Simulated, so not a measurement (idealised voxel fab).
This is a process module. Its name is voxel wiring stack.
This is section cut - it's 250 nm across, gridded in 5 nm square cells.
Cross-section format: a grid of square cells, given as bands from top to bottom; each band is one or more rows of cells. Heads up on the band format: heights come first, top then bottom, in nm. After that it's the materials left to right, each with its width in nm. A single material flagged "throughout" fills the whole band edge to edge, and "empty" means there's empty space there. For the purposes of this specification, 0 denotes the height below which the wafer in its as-received condition is composed wholly of one material, and the lowermost band, lacking a lower limit, extends downward without end, as expressed in "from 0 down". When a width is written as two numbers, as in "30..40", the first number is the width in the top row of cells of the band and the second is the width in its bottom row, and the width changes by the same amount from each row to the next. Step note "no change occurred" = no cross-section cell changed. Closed empty spaces (no open way to the top) of 8 cells or more are what "Enclosed cavities" lists, each as width x height at distance from the left edge, nm for all three. Post-settings text on a step line: simulator's own remark regarding the step. overlay nm: for a step with a mask, the amount by which the mask lay right of where it was planned; a negative amount means left of it.

## Here's what the planned process steps look like
step 1: RECEIVE with material Si
step 2: CONFORMAL_DEP with material SiO2, thk nm 10
step 3: CONFORMAL_DEP with material SiN, thk nm 5
step 4: DIRECTIONAL_DEP with material lowk, thk nm 15
step 5: PATTERN with tone open, mask id METAL_1, material resist, width nm 20, pitch nm 35, thk nm 20, overlay nm 0
step 6: DIRECTIONAL_ETCH with etch materials lowk, depth nm 15
step 7: DIRECTIONAL_ETCH with etch materials SiN, depth nm 5
step 8: STRIP with etch materials resist
step 9: CONFORMAL_DEP with material TiN, thk nm 5
step 10: FILL_DEP with material Ru, thk nm 10
step 11: CMP with height nm 30
step 12: EPI with material Ru, thk nm 5
step 13: FILL_DEP with material SiCN, thk nm 5
step 14: DIRECTIONAL_DEP with material lowk, thk nm 10
step 15: DIRECTIONAL_DEP with material aC, thk nm 15
step 16: PATTERN with tone open, mask id PLUG_1, material resist, width nm 15, pitch nm 70, thk nm 30, overlay nm 0
step 17: DIRECTIONAL_ETCH with etch materials aC, depth nm 15
step 18: STRIP with etch materials resist
step 19: DIRECTIONAL_ETCH with etch materials lowk, depth nm 10
step 20: DIRECTIONAL_ETCH with etch materials SiCN, depth nm 5
step 21: STRIP with etch materials aC
step 22: EPI with material Ru, thk nm 10
step 23: EPI with material Ru, thk nm 5
step 24: DIRECTIONAL_DEP with material TiN, thk nm 5
step 25: DIRECTIONAL_DEP with material W, thk nm 15
step 26: MASKED_ETCH with tone cover, mask id METAL_2, width nm 20, pitch nm 35, etch materials W, depth nm 15, overlay nm 0
step 27: MASKED_ETCH with tone cover, mask id METAL_2, width nm 20, pitch nm 35, etch materials TiN, depth nm 5, overlay nm 0
step 28: CONFORMAL_DEP with material SiCN, thk nm 5
step 29: FILL_DEP with material lowk, thk nm 10
step 30: CMP with height nm 70
step 31: CONFORMAL_DEP with material SiCN, thk nm 5
step 32: DIRECTIONAL_DEP with material lowk, thk nm 15
step 33: PATTERN with tone open, mask id PLUG_2, material resist, width nm 15, pitch nm 35, thk nm 20, overlay nm 0
step 34: DIRECTIONAL_ETCH with etch materials lowk, depth nm 15
step 35: DIRECTIONAL_ETCH with etch materials SiCN, depth nm 5
step 36: STRIP with etch materials resist
step 37: CONFORMAL_DEP with material TiN, thk nm 5
step 38: FILL_DEP with material Ru, thk nm 10
step 39: CMP with height nm 90
step 40: DIRECTIONAL_DEP with material TiN, thk nm 5
step 41: DIRECTIONAL_DEP with material W, thk nm 25
step 42: PATTERN with tone cover, mask id METAL_3, material resist, width nm 20, pitch nm 35, thk nm 20, overlay nm 0
step 43: DIRECTIONAL_ETCH with etch materials W, depth nm 25
step 44: DIRECTIONAL_ETCH with etch materials TiN, depth nm 5
step 45: STRIP with etch materials resist
step 46: FILL_DEP with material SiO2, thk nm 10
step 47: CMP with height nm 120
step 48: CONFORMAL_DEP with material SiCN, thk nm 5

## Cross-section of the wafer upon arrival, representing the state reached after step 1
  from 0 down  Si throughout
  Enclosed cavities: none

## The following cross-section depicts the wafer upon conclusion of the module. Processing commenced from the starting condition illustrated above and adhered to the plan illustrated above, save for one mistake in execution
  from 125 to 120  SiCN throughout
  from 120 to 95  SiO2 (60), then W (20), then SiO2 (15), then W (20), then SiO2 (15), then W (20), then SiO2 (15), then W (20), then SiO2 (65)
  from 95 to 90  SiN throughout
  from 90 to 75  lowk (60), then TiN (5), then Ru (5), then TiN (5), then lowk (20), then TiN (5), then Ru (5), then TiN (5), then lowk (20), then TiN (5), then Ru (5), then TiN (5), then lowk (20), then TiN (5), then Ru (5), then TiN (5), then lowk (70)
  from 75 to 70  SiCN (60), then TiN (15), then SiCN (20), then TiN (15), then SiCN (20), then TiN (15), then SiCN (20), then TiN (15), then SiCN (70)
  from 70 to 55  lowk (55), then SiCN (5), then W (20), then SiCN (5), then lowk (5), then SiCN (5), then W (20), then SiCN (5), then lowk (5), then SiCN (5), then W (20), then SiCN (5), then lowk (5), then SiCN (5), then W (20), then SiCN (5), then lowk (60)
  from 55 to 50  SiCN (60), then TiN (20), then SiCN (15), then TiN (20), then SiCN (15), then TiN (20), then SiCN (15), then TiN (20), then SiCN (65)
  from 50 to 40  lowk (60), then Ru (15), then lowk (55), then Ru (15), then lowk (105)
  from 40 to 35  SiCN (60), then Ru (15), then SiCN (55), then Ru (15), then SiCN (105)
  from 35 to 30  SiCN (55), then Ru (30), then SiCN (5), then Ru (30), then SiCN (5), then Ru (30), then SiCN (5), then Ru (30), then SiCN (60)
  from 30 to 15  lowk (60), then TiN (5), then Ru (10), then TiN (5), then lowk (15), then TiN (5), then Ru (10), then TiN (5), then lowk (15), then TiN (5), then Ru (10), then TiN (5), then lowk (15), then TiN (5), then Ru (10), then TiN (5), then lowk (65)
  from 15 to 10  SiN (60), then TiN (20), then SiN (15), then TiN (20), then SiN (15), then TiN (20), then SiN (15), then TiN (20), then SiN (65)
  from 10 to 0  SiO2 throughout
  from 0 down  Si throughout
  Enclosed cavities: none
Misprocessing identified: for step 40, the planned setting was not used; the step was instead run as DIRECTIONAL_DEP with material SiN, thk nm 5
